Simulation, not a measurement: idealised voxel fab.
The process module that follows is named voxel lift off.
cross-section cut | 285 nm wide | cells 5 nm
The cross-sections in this document take the form of a grid made of square cells. They are written out as bands, in order from top to bottom. Each band consists of one or more rows of cells. Per band: top height and bottom height in nm, followed by the left-to-right materials and their widths in nm; "throughout" marks a single material spanning edge to edge, "air" marks empty space. We count height from 0. Below that, the starting wafer is all one material. The lowest band never ends at the bottom but goes on down; see "from 0 down" for how that is written. With a width like "30->40", each row of cells in the band differs from the next by the same amount, the top row carrying the first number and the bottom row the second. "nothing was modified" (step): cross-section cells unchanged, all of them. Closed-off voids of 8+ cells (no open route to the top) go in "Enclosed cavity list", written width x height at distance from the left edge, in nm. Past the settings on a step's line: simulator remark, on that step. overlay nm: step with mask; distance mask lay right of planned place; negative value = left of planned place.
[This section lists the process steps that were planned]
step 1: op RECEIVE | material Si
step 2: op CONFORMAL_DEP | material Al2O3 | thk nm 5
step 3: op PATTERN | tone open | mask id LINES | material resist | width nm 20 | pitch nm 50 | thk nm 20 | overlay nm 0
step 4: op DIRECTIONAL_DEP | material Ru | thk nm 10
step 5: op STRIP | etch materials resist
step 6: op CONFORMAL_DEP | material SiN | thk nm 5
[Shown in cross-section is the wafer as received, that is, as it stands after step 1]
from 0 down | Si throughout
Enclosed cavity list: none
[Cross-section, first of two wafers, end of module, run as planned]
from 20 to 15 | 50 of air / 30 of SiN / 20 of air / 30 of SiN / 20 of air / 30 of SiN / 20 of air / 30 of SiN / 55 of air
from 15 to 10 | 50 of air / 5 of SiN / 20 of Ru / 5 of SiN / 20 of air / 5 of SiN / 20 of Ru / 5 of SiN / 20 of air / 5 of SiN / 20 of Ru / 5 of SiN / 20 of air / 5 of SiN / 20 of Ru / 5 of SiN / 55 of air
from 10 to 5 | 55 of SiN / 20 of Ru / 30 of SiN / 20 of Ru / 30 of SiN / 20 of Ru / 30 of SiN / 20 of Ru / 60 of SiN
from 5 to 0 | Al2O3 throughout
from 0 down | Si throughout
Enclosed cavity list: none
[Cross-section, wafer two of two, end of module: same start and plan as wafer one, one error in execution]
from 20 to 15 | 60 of air / 30 of SiN / 20 of air / 30 of SiN / 20 of air / 30 of SiN / 20 of air / 30 of SiN / 45 of air
from 15 to 10 | 60 of air / 5 of SiN / 20 of Ru / 5 of SiN / 20 of air / 5 of SiN / 20 of Ru / 5 of SiN / 20 of air / 5 of SiN / 20 of Ru / 5 of SiN / 20 of air / 5 of SiN / 20 of Ru / 5 of SiN / 45 of air
from 10 to 5 | 65 of SiN / 20 of Ru / 30 of SiN / 20 of Ru / 30 of SiN / 20 of Ru / 30 of SiN / 20 of Ru / 50 of SiN
from 5 to 0 | Al2O3 throughout
from 0 down | Si throughout
Enclosed cavity list: none
So what did we get wrong on this run? not per plan at step 3, really ran op PATTERN | tone open | mask id LINES | material resist | width nm 20 | pitch nm 50 | thk nm 20 | overlay nm 10
Tallied in cells, the final second wafer holds each material in the same quantity as the first, although not at the same places.
